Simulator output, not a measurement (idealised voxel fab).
Module name: voxel plated lines (process module)
Each square cell in cross-section cut measures 5 nm, and the section as a whole is 275 nm wide.
In what follows, cross-sections appear as grids of square cells, described through bands that run from the top down, where every band is one or more rows of cells. A band entry consists of two parts. The first gives the height of the band's top and the height of its bottom, in nm. The rest lists the band's materials from left to right, each with its width in nm. A single material labelled with the word "everywhere" fills the band from edge to edge, and the word "empty" marks empty space. Height datum 0, below which the as-received substrate wafer is one material. Lowest band open at the bottom, running downward: "0 nm and below". Graded width ("30 to 40"): value in top row of band = first number; value in bottom row = second number; row-to-row change constant. The designation "nothing changed", where it is given for a processing step, indicates that no cell of the cross-section was altered in the course of that step. Closed empty spaces (no open way to the top) of 8 cells or more are what "Trapped voids" lists, each as width x height at distance from the left edge, nm for all three. Text after the settings on a step's line: the simulator's own remark on that step. For masked steps, "overlay nm" on the step line gives how far right of plan the mask actually lay; a minus sign means it lay to the left.

Planned step list for the process:
1. RECEIVE | material Si
2. CONFORMAL_DEP | material Al2O3 | thk nm 5
3. DIRECTIONAL_DEP | material TiN | thk nm 5
4. PATTERN | tone open | mask id LINES | material resist | width nm 30 | pitch nm 45 | thk nm 25 | overlay nm 0
5. EPI | material Ru | thk nm 10
6. EPI | material Ru | thk nm 10
7. STRIP | etch materials resist
8. DIRECTIONAL_ETCH | etch materials TiN | depth nm 5
9. CONFORMAL_DEP | material SiO2 | thk nm 5

So this is the incoming wafer in cross-section - it's already been through step 1:
> 0 nm and below = Si everywhere
> Trapped voids: none

Sectioned view, first of two wafers, at the close of the module, processed as intended in the plan:
> 35 nm to 30 nm = empty=95 / SiO2=40 / empty=5 / SiO2=40 / empty=95
> 30 nm to 10 nm = empty=95 / SiO2=5 / Ru=30 / SiO2=5 / empty=5 / SiO2=5 / Ru=30 / SiO2=5 / empty=95
> 10 nm to 5 nm = SiO2=100 / TiN=30 / SiO2=15 / TiN=30 / SiO2=100
> 5 nm to 0 nm = Al2O3 everywhere
> 0 nm and below = Si everywhere
> Trapped voids: none

Module end: cross-section of wafer two of two. Same start and process plan as the first wafer. One mistake during execution:
> 45 nm to 40 nm = empty=95 / SiO2=40 / empty=5 / SiO2=40 / empty=95
> 40 nm to 20 nm = empty=95 / SiO2=5 / Ru=30 / SiO2=5 / empty=5 / SiO2=5 / Ru=30 / SiO2=5 / empty=95
> 20 nm to 15 nm = SiO2=100 / TiN=30 / SiO2=15 / TiN=30 / SiO2=100
> 15 nm to 0 nm = Al2O3 everywhere
> 0 nm and below = Si everywhere
> Trapped voids: none
Misprocessing identified: the process deviated at step 2: the operation and settings actually run there were CONFORMAL_DEP | material Al2O3 | thk nm 15
It is noted that, at the conclusion of processing, the second wafer exhibits a higher or lower cell count for certain materials relative to the first: +110 Al2O3
